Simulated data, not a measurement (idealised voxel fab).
The document below concerns the process module designated voxel transistor to metal.
Cross-sectional view cut (width: 300 nm; square cell size: 5 nm).
Reading order for cross-sections: top band down to bottom band. Underlying form: a grid of square cells. Band size: one or more rows of cells. Within each band entry, the heights of the top and of the bottom of the band appear first, in that order and in nm; the materials of the band then follow from left to right, each with its corresponding width in nm. The designation "throughout" on a single material indicates that it fills the band from edge to edge; the designation "blank" indicates empty space. All heights in this document are referenced to 0, defined as the level beneath which the wafer, as received, consists entirely of one material. The lowest band is not bounded below; it extends indefinitely downward and is written in the form "z 0 and below". It should be noted that a width expressed as "30 to 40" varies in equal increments from row to row of cells within the band, taking the value of the first number at the top row and that of the second number at the bottom row. Step note "nothing got changed" = no cross-section cell changed. Enclosed voids (no open way to top), threshold 8 cells or more, entry "Enclosed empty spaces", notation width x height at distance, distance from left edge, nm. Formally, on a step line, whatever follows the settings is a remark that the simulator itself makes on the step. "overlay nm", when on a step's line for a step with a mask, measures how far to the right of its planned place the mask lay; a negative measure means to the left.

## Steps in the process plan
| 1 | RECEIVE,material Si |
| 2 | OXIDIZE,depth nm 5 |
| 3 | CONFORMAL_DEP,material SiN,thk nm 10 |
| 4 | PATTERN,tone cover,mask id ACTIVE,material resist,width nm 110,pitch nm 140,thk nm 20,overlay nm 0 |
| 5 | DIRECTIONAL_ETCH,etch materials SiN,depth nm 10 |
| 6 | DIRECTIONAL_ETCH,etch materials SiO2,depth nm 5 |
| 7 | DIRECTIONAL_ETCH,etch materials Si,depth nm 20 |
| 8 | STRIP,etch materials resist |
| 9 | FILL_DEP,material SiO2,thk nm 10 |
| 10 | CMP,height nm 10 |
| 11 | SELECTIVE_ETCH,etch materials SiO2,depth nm 5 |
| 12 | STRIP,etch materials SiN |
| 13 | SELECTIVE_ETCH,etch materials SiO2,depth nm 5 |
| 14 | OXIDIZE,depth nm 5 |
| 15 | DIRECTIONAL_DEP,material polySi,thk nm 25 |
| 16 | DIRECTIONAL_DEP,material SiCN,thk nm 10 |
| 17 | MASKED_ETCH,tone cover,mask id GATE,width nm 20,pitch nm 140,etch materials SiCN,depth nm 20,overlay nm 0 |
| 18 | MASKED_ETCH,tone cover,mask id GATE,width nm 20,pitch nm 140,etch materials polySi,depth nm 35,overlay nm 0 |
| 19 | CONFORMAL_DEP,material SiN,thk nm 5 |
| 20 | DIRECTIONAL_ETCH,etch materials SiN,depth nm 5 |
| 21 | DIRECTIONAL_ETCH,etch materials SiO2,depth nm 5 |
| 22 | DIRECTIONAL_ETCH,etch materials Si,depth nm 15 |
| 23 | EPI,material SiGe,thk nm 15 |
| 24 | FILL_DEP,material SiO2,thk nm 5 |
| 25 | CMP,height nm 30 |
| 26 | DIRECTIONAL_DEP,material SiO2,thk nm 15 |
| 27 | MASKED_ETCH,tone open,mask id CONTACT,width nm 35,etch materials SiO2,depth nm 55,overlay nm 0 |
| 28 | CONFORMAL_DEP,material TiN,thk nm 5 |
| 29 | FILL_DEP,material W,thk nm 5 |
| 30 | CMP,height nm 45 |
| 31 | CONFORMAL_DEP,material SiN,thk nm 5 |
| 32 | DIRECTIONAL_DEP,material lowk,thk nm 25 |
| 33 | MASKED_ETCH,tone open,mask id METAL_1,width nm 20,etch materials lowk,depth nm 25,overlay nm 0 |
| 34 | MASKED_ETCH,tone open,mask id METAL_1,width nm 20,etch materials SiN,depth nm 5,overlay nm 0 |
| 35 | CONFORMAL_DEP,material TiN,thk nm 5 |
| 36 | FILL_DEP,material Ru,thk nm 5 |
| 37 | CMP,height nm 75 |
| 38 | EPI,material Ru,thk nm 5 |
| 39 | FILL_DEP,material SiCN,thk nm 5 |
| 40 | DIRECTIONAL_DEP,material SiO2,thk nm 35 |
| 41 | DIRECTIONAL_DEP,material aC,thk nm 10 |
| 42 | PATTERN,tone open,mask id METAL_2,material resist,width nm 20,pitch nm 140,thk nm 30,overlay nm 0 |
| 43 | DIRECTIONAL_ETCH,etch materials aC,depth nm 10 |
| 44 | STRIP,etch materials resist |
| 45 | DIRECTIONAL_ETCH,etch materials SiO2,depth nm 20 |
| 46 | STRIP,etch materials aC |
| 47 | PATTERN,tone open,mask id METAL_2_HOLES,material resist,width nm 15,pitch nm 140,thk nm 20,overlay nm 0 |
| 48 | DIRECTIONAL_ETCH,etch materials SiO2,depth nm 15 |
| 49 | DIRECTIONAL_ETCH,etch materials SiCN,depth nm 5 |
| 50 | STRIP,etch materials resist |
| 51 | CONFORMAL_DEP,material TiN,thk nm 5 |
| 52 | FILL_DEP,material Ru,thk nm 5 |
| 53 | CMP,height nm 120 |
| 54 | CONFORMAL_DEP,material SiCN,thk nm 5 |
The plan's step 28 thk nm is the first wafer's value; the wafers differ in this setting and start identical.

## The first of several wafers as received, shown in cross-section; this is its state after step 1
* z 0 and below  Si throughout
* Enclosed empty spaces: none

## Cross-section of the first of several wafers once the module has run through its last step, step 54
* z 125 to 120  SiCN throughout
* z 120 to 105  30 of SiO2, then 5 of TiN, then 10 of Ru, then 5 of TiN, then 120 of SiO2, then 5 of TiN, then 10 of Ru, then 5 of TiN, then 110 of SiO2
* z 105 to 100  30 of SiO2, then 5 of TiN, then 5 of Ru, then 10 of TiN, then 120 of SiO2, then 5 of TiN, then 5 of Ru, then 10 of TiN, then 110 of SiO2
* z 100 to 85  30 of SiO2, then 5 of TiN, then 5 of Ru, then 5 of TiN, then 125 of SiO2, then 5 of TiN, then 5 of Ru, then 5 of TiN, then 115 of SiO2
* z 85 to 80  30 of SiCN, then 15 of TiN, then 125 of SiCN, then 15 of TiN, then 115 of SiCN
* z 80 to 75  25 of SiCN, then 30 of Ru, then 50 of SiCN, then 30 of Ru, then 30 of SiCN, then 30 of Ru, then 50 of SiCN, then 30 of Ru, then 25 of SiCN
* z 75 to 50  30 of lowk, then 5 of TiN, then 10 of Ru, then 5 of TiN, then 60 of lowk, then 5 of TiN, then 10 of Ru, then 5 of TiN, then 40 of lowk, then 5 of TiN, then 10 of Ru, then 5 of TiN, then 60 of lowk, then 5 of TiN, then 10 of Ru, then 5 of TiN, then 30 of lowk
* z 50 to 45  30 of SiN, then 20 of TiN, then 60 of SiN, then 20 of TiN, then 40 of SiN, then 20 of TiN, then 60 of SiN, then 20 of TiN, then 30 of SiN
* z 45 to 30  30 of SiO2, then 5 of TiN, then 25 of W, then 5 of TiN, then 30 of SiO2, then 5 of TiN, then 25 of W, then 5 of TiN, then 40 of SiO2, then 5 of TiN, then 25 of W, then 5 of TiN, then 30 of SiO2, then 5 of TiN, then 25 of W, then 5 of TiN, then 30 of SiO2
* z 30 to 20  30 of SiO2, then 5 of TiN, then 25 of W, then 5 of TiN, then 5 of SiN, then 20 of SiCN, then 5 of SiN, then 5 of TiN, then 25 of W, then 5 of TiN, then 40 of SiO2, then 5 of TiN, then 25 of W, then 5 of TiN, then 5 of SiN, then 20 of SiCN, then 5 of SiN, then 5 of TiN, then 25 of W, then 5 of TiN, then 30 of SiO2
* z 20 to 10  30 of SiO2, then 5 of TiN, then 25 of W, then 5 of TiN, then 5 of SiN, then 20 of polySi, then 5 of SiN, then 5 of TiN, then 25 of W, then 5 of TiN, then 40 of SiO2, then 5 of TiN, then 25 of W, then 5 of TiN, then 5 of SiN, then 20 of polySi, then 5 of SiN, then 5 of TiN, then 25 of W, then 5 of TiN, then 30 of SiO2
* z 10 to 5  30 of SiO2, then 5 of TiN, then 10 of W, then 20 of TiN, then 5 of SiN, then 20 of polySi, then 5 of SiN, then 20 of TiN, then 10 of W, then 5 of TiN, then 40 of SiO2, then 5 of TiN, then 10 of W, then 20 of TiN, then 5 of SiN, then 20 of polySi, then 5 of SiN, then 20 of TiN, then 10 of W, then 5 of TiN, then 30 of SiO2
* z 5 to 0  30 of SiO2, then 5 of TiN, then 10 of W, then 5 of TiN, then 15 of SiGe, then 5 of SiN, then 20 of polySi, then 5 of SiN, then 15 of SiGe, then 5 of TiN, then 10 of W, then 5 of TiN, then 40 of SiO2, then 5 of TiN, then 10 of W, then 5 of TiN, then 15 of SiGe, then 5 of SiN, then 20 of polySi, then 5 of SiN, then 15 of SiGe, then 5 of TiN, then 10 of W, then 5 of TiN, then 30 of SiO2
* z 0 to -5  20 of SiO2, then 5 of SiN, then 5 of SiO2, then 5 of TiN, then 10 of W, then 5 of TiN, then 15 of SiGe, then 5 of SiN, then 20 of polySi, then 5 of SiN, then 15 of SiGe, then 5 of TiN, then 10 of W, then 5 of TiN, then 5 of SiO2, then 5 of SiN, then 20 of SiO2, then 5 of SiN, then 5 of SiO2, then 5 of TiN, then 10 of W, then 5 of TiN, then 15 of SiGe, then 5 of SiN, then 20 of polySi, then 5 of SiN, then 15 of SiGe, then 5 of TiN, then 10 of W, then 5 of TiN, then 5 of SiO2, then 5 of SiN, then 20 of SiO2
* z -5 to -10  30 of SiO2, then 20 of TiN, then 15 of SiGe, then 30 of SiO2, then 15 of SiGe, then 20 of TiN, then 40 of SiO2, then 20 of TiN, then 15 of SiGe, then 30 of SiO2, then 15 of SiGe, then 20 of TiN, then 30 of SiO2
* z -10 to -25  25 of SiO2, then 40 of SiGe, then 30 of Si, then 40 of SiGe, then 30 of SiO2, then 40 of SiGe, then 30 of Si, then 40 of SiGe, then 25 of SiO2
* z -25 and below  Si throughout
* Enclosed empty spaces: none

## Last wafer of the set, cross-sectioned at end of module
* z 125 to 120  SiCN throughout
* z 120 to 105  30 of SiO2, then 5 of TiN, then 10 of Ru, then 5 of TiN, then 120 of SiO2, then 5 of TiN, then 10 of Ru, then 5 of TiN, then 110 of SiO2
* z 105 to 100  30 of SiO2, then 5 of TiN, then 5 of Ru, then 10 of TiN, then 120 of SiO2, then 5 of TiN, then 5 of Ru, then 10 of TiN, then 110 of SiO2
* z 100 to 85  30 of SiO2, then 5 of TiN, then 5 of Ru, then 5 of TiN, then 125 of SiO2, then 5 of TiN, then 5 of Ru, then 5 of TiN, then 115 of SiO2
* z 85 to 80  30 of SiCN, then 15 of TiN, then 125 of SiCN, then 15 of TiN, then 115 of SiCN
* z 80 to 75  25 of SiCN, then 30 of Ru, then 50 of SiCN, then 30 of Ru, then 30 of SiCN, then 30 of Ru, then 50 of SiCN, then 30 of Ru, then 25 of SiCN
* z 75 to 50  30 of lowk, then 5 of TiN, then 10 of Ru, then 5 of TiN, then 60 of lowk, then 5 of TiN, then 10 of Ru, then 5 of TiN, then 40 of lowk, then 5 of TiN, then 10 of Ru, then 5 of TiN, then 60 of lowk, then 5 of TiN, then 10 of Ru, then 5 of TiN, then 30 of lowk
* z 50 to 45  30 of SiN, then 20 of TiN, then 60 of SiN, then 20 of TiN, then 40 of SiN, then 20 of TiN, then 60 of SiN, then 20 of TiN, then 30 of SiN
* z 45 to 30  30 of SiO2, then 35 of TiN, then 30 of SiO2, then 35 of TiN, then 40 of SiO2, then 35 of TiN, then 30 of SiO2, then 35 of TiN, then 30 of SiO2
* z 30 to 20  30 of SiO2, then 35 of TiN, then 5 of SiN, then 20 of SiCN, then 5 of SiN, then 35 of TiN, then 40 of SiO2, then 35 of TiN, then 5 of SiN, then 20 of SiCN, then 5 of SiN, then 35 of TiN, then 30 of SiO2
* z 20 to 5  30 of SiO2, then 35 of TiN, then 5 of SiN, then 20 of polySi, then 5 of SiN, then 35 of TiN, then 40 of SiO2, then 35 of TiN, then 5 of SiN, then 20 of polySi, then 5 of SiN, then 35 of TiN, then 30 of SiO2
* z 5 to 0  30 of SiO2, then 20 of TiN, then 15 of SiGe, then 5 of SiN, then 20 of polySi, then 5 of SiN, then 15 of SiGe, then 20 of TiN, then 40 of SiO2, then 20 of TiN, then 15 of SiGe, then 5 of SiN, then 20 of polySi, then 5 of SiN, then 15 of SiGe, then 20 of TiN, then 30 of SiO2
* z 0 to -5  20 of SiO2, then 5 of SiN, then 5 of SiO2, then 20 of TiN, then 15 of SiGe, then 5 of SiN, then 20 of polySi, then 5 of SiN, then 15 of SiGe, then 20 of TiN, then 5 of SiO2, then 5 of SiN, then 20 of SiO2, then 5 of SiN, then 5 of SiO2, then 20 of TiN, then 15 of SiGe, then 5 of SiN, then 20 of polySi, then 5 of SiN, then 15 of SiGe, then 20 of TiN, then 5 of SiO2, then 5 of SiN, then 20 of SiO2
* z -5 to -10  30 of SiO2, then 20 of TiN, then 15 of SiGe, then 30 of SiO2, then 15 of SiGe, then 20 of TiN, then 40 of SiO2, then 20 of TiN, then 15 of SiGe, then 30 of SiO2, then 15 of SiGe, then 20 of TiN, then 30 of SiO2
* z -10 to -25  25 of SiO2, then 40 of SiGe, then 30 of Si, then 40 of SiGe, then 30 of SiO2, then 40 of SiGe, then 30 of Si, then 40 of SiGe, then 25 of SiO2
* z -25 and below  Si throughout
* Enclosed empty spaces: none

## Take any row and you have a wafer at the end of the module: how many cells of each material it has gained (+) or lost (-) since it was received, and then its closed voids
thk nm 5, +84 Ru, -264 Si, +166 SiCN, +132 SiGe, +76 SiN, +682 SiO2, +200 TiN, +164 W, +220 lowk, +40 polySi, Enclosed empty spaces: none
thk nm 10, +84 Ru, -264 Si, +166 SiCN, +132 SiGe, +76 SiN, +682 SiO2, +292 TiN, +72 W, +220 lowk, +40 polySi, Enclosed empty spaces: none
thk nm 15, +84 Ru, -264 Si, +166 SiCN, +132 SiGe, +76 SiN, +682 SiO2, +344 TiN, +20 W, +220 lowk, +40 polySi, Enclosed empty spaces: none
thk nm 20, +84 Ru, -264 Si, +166 SiCN, +132 SiGe, +76 SiN, +682 SiO2, +364 TiN, +220 lowk, +40 polySi, Enclosed empty spaces: none
